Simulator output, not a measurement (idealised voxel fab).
The following process module bears the name voxel ribs on slabs.
Cross-section cut spans 285 nm and uses square cells 5 nm in size.
Cross-section format: a grid of square cells, given as bands from top to bottom; each band is one or more rows of cells. First you get the band's top height and its bottom height, in nm, and then the materials it's made of, left to right, with each width in nm. If you see a single material with "edge to edge", that one covers the band edge to edge. "air" is empty space. Counting heights begins at 0, where everything beneath is, in the wafer as received, one material. The lowest band has no bottom; it goes on downwards, as "from 0 down" shows. Width: "30 to 40" (first number = top row, second number = bottom row, same change from row to row of cells). "nothing changed" after a step means that no cell of the cross-section changed. Reported under the label "Enclosed void listing" are the empty spaces having no open way to the top and comprising 8 cells or more; the notation for each is width x height at distance, in which the distance is measured from the left edge and all three values are in nm. On a step's line, text after the settings is the simulator commenting on that step. When a step includes a mask, the "overlay nm" setting on its line states how far to the right of its planned place that mask lay, and negative values state how far to the left.

These are the steps we planned for the process:
| 1 | op RECEIVE | material Si |
| 2 | op DIRECTIONAL_DEP | material SiO2 | thk nm 30 |
| 3 | op DIRECTIONAL_DEP | material SiN | thk nm 15 |
| 4 | op DIRECTIONAL_DEP | material aC | thk nm 10 |
| 5 | op PATTERN | tone cover | mask id RIB | material resist | width nm 15 | thk nm 25 | overlay nm 0 |
| 6 | op DIRECTIONAL_ETCH | etch materials aC | depth nm 10 |
| 7 | op STRIP | etch materials resist |
| 8 | op DIRECTIONAL_ETCH | etch materials SiN | depth nm 10 |
| 9 | op STRIP | etch materials aC |
| 10 | op PATTERN | tone cover | mask id SLAB | material resist | width nm 45 | thk nm 15 | overlay nm 0 |
| 11 | op DIRECTIONAL_ETCH | etch materials SiN | depth nm 5 |
| 12 | op STRIP | etch materials resist |
| 13 | op FILL_DEP | material SiO2 | thk nm 25 |
| 14 | op CMP | height nm 65 |
| 15 | op DIRECTIONAL_DEP | material W | thk nm 5 |
| 16 | op MASKED_ETCH | tone cover | mask id HEATER | width nm 25 | etch materials W | depth nm 5 | overlay nm 0 |
| 17 | op CONFORMAL_DEP | material SiO2 | thk nm 5 |

Delivered wafer in cross-section: state after step 1:
- from 0 down = Si edge to edge
- Enclosed void listing: none

Wafer cross-section at end of module: start and plan as shown above, one execution error:
- from 75 to 70 = air (125), SiO2 (35), air (125)
- from 70 to 65 = SiO2 (130), W (25), SiO2 (130)
- from 65 to 60 = SiO2 edge to edge
- from 60 to 50 = SiO2 (135), SiN (15), SiO2 (135)
- from 50 to 45 = SiO2 (120), SiN (45), SiO2 (120)
- from 45 to 30 = SiN edge to edge
- from 30 to 0 = SiO2 edge to edge
- from 0 down = Si edge to edge
- Enclosed void listing: none
Here's what went sideways: plan step 3 was twice executed
